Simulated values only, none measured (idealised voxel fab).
Process module name: voxel self aligned contacts
The cross-section shown here is cut; it is 235 nm wide and divided into square cells measuring 5 nm on a side.
Heads up, the way a cross-section reads in here is a grid of square cells, handed over as bands from the top down, with every band being one or more rows of cells. Band entry format. Leading values: height of top, height of bottom, nm. Remainder: materials in left-to-right order, each with its width in nm. Special words: "everywhere" on a single material, which then fills the band edge to edge; "empty", empty space. Height datum 0, below which the as-received substrate wafer is one material. Lowest band open at the bottom, running downward: "0..down". It should be noted that a width expressed as "30..40" varies in equal increments from row to row of cells within the band, taking the value of the first number at the top row and that of the second number at the bottom row. "everything unchanged", as given for a step, is the statement that not any cell of the cross-section underwent a change during that step. Closed empty spaces (no open way to the top) of 8 cells or more are what "closed voids" lists, each as width x height at distance from the left edge, nm for all three. Formally, on a step line, whatever follows the settings is a remark that the simulator itself makes on the step. overlay nm: step with mask; distance mask lay right of planned place; negative value = left of planned place.
THESE ARE THE STEPS WE PLANNED FOR THE PROCESS
1 RECEIVE [material Si]
2 CONFORMAL_DEP [material SiO2] [thk nm 5]
3 DIRECTIONAL_DEP [material polySi] [thk nm 20]
4 DIRECTIONAL_DEP [material SiN] [thk nm 20]
5 DIRECTIONAL_DEP [material aC] [thk nm 10]
6 PATTERN [tone cover] [mask id GATE] [material resist] [width nm 35] [pitch nm 75] [thk nm 25] [overlay nm 0]
7 DIRECTIONAL_ETCH [etch materials aC] [depth nm 10]
8 STRIP [etch materials resist]
9 DIRECTIONAL_ETCH [etch materials SiN] [depth nm 20]
10 DIRECTIONAL_ETCH [etch materials polySi] [depth nm 20]
11 STRIP [etch materials aC]
12 CONFORMAL_DEP [material SiN] [thk nm 10]
13 DIRECTIONAL_ETCH [etch materials SiN] [depth nm 10]
14 FILL_DEP [material SiO2] [thk nm 20]
15 CMP [height nm 55]
16 PATTERN [tone open] [mask id CONTACT] [material resist] [width nm 60] [pitch nm 75] [thk nm 15] [overlay nm 0]
17 DIRECTIONAL_ETCH [etch materials SiO2] [depth nm 55]
18 STRIP [etch materials resist]
19 CONFORMAL_DEP [material TiN] [thk nm 5]
20 FILL_DEP [material W] [thk nm 5]
21 CMP [height nm 55]
22 CONFORMAL_DEP [material SiN] [thk nm 5]
CROSS-SECTION OF THE WAFER UPON ARRIVAL, REPRESENTING THE STATE REACHED AFTER STEP 1
  0..down = Si everywhere
  closed voids: none
AS-PLANNED RUN: CROSS-SECTION OF THE FIRST OF TWO WAFERS AT END OF MODULE
  60..55 = SiN everywhere
  55..45 = 50 SiO2 / 5..25 TiN / 50..10 W / 5..25 TiN / 15 SiO2 / 5..25 TiN / 50..10 W / 5..25 TiN / 50 SiO2
  45..25 = 15 SiO2 / 55 SiN / 5 TiN / 10 W / 5 TiN / 55 SiN / 5 TiN / 10 W / 5 TiN / 55 SiN / 15 SiO2
  25..5 = 15 SiO2 / 10 SiN / 35 polySi / 10 SiN / 5 TiN / 10 W / 5 TiN / 10 SiN / 35 polySi / 10 SiN / 5 TiN / 10 W / 5 TiN / 10 SiN / 35 polySi / 10 SiN / 15 SiO2
  5..0 = 70 SiO2 / 20 TiN / 55 SiO2 / 20 TiN / 70 SiO2
  0..down = Si everywhere
  closed voids: none
SAME START, SAME PLAN AS THE FIRST WAFER - BUT ONE MISTAKE IN THE RUN. CROSS-SECTION OF THE SECOND OF THE TWO AT THE END OF THE MODULE
  60..55 = SiN everywhere
  55..50 = 45 W / 5 TiN / 60 SiO2 / 5 TiN / 5 W / 5 TiN / 60 SiO2 / 5 TiN / 45 W
  50..45 = 10 W / 40 TiN / 60 SiO2 / 15 TiN / 60 SiO2 / 40 TiN / 10 W
  45..25 = 10 W / 5 TiN / 55 SiN / 20 SiO2 / 55 SiN / 20 SiO2 / 55 SiN / 5 TiN / 10 W
  25..5 = 10 W / 5 TiN / 10 SiN / 35 polySi / 10 SiN / 20 SiO2 / 10 SiN / 35 polySi / 10 SiN / 20 SiO2 / 10 SiN / 35 polySi / 10 SiN / 5 TiN / 10 W
  5..0 = 15 TiN / 205 SiO2 / 15 TiN
  0..down = Si everywhere
  closed voids: none
What broke from the plan during processing? step 16 ran differently from the plan; actual operation with settings: PATTERN [tone cover] [mask id CONTACT] [material resist] [width nm 60] [pitch nm 75] [thk nm 15] [overlay nm 0]
The closing comparison, in cells, has the second wafer with more or fewer of some materials than the first: 20 more of SiO2 | 19 fewer of TiN | 1 fewer of W
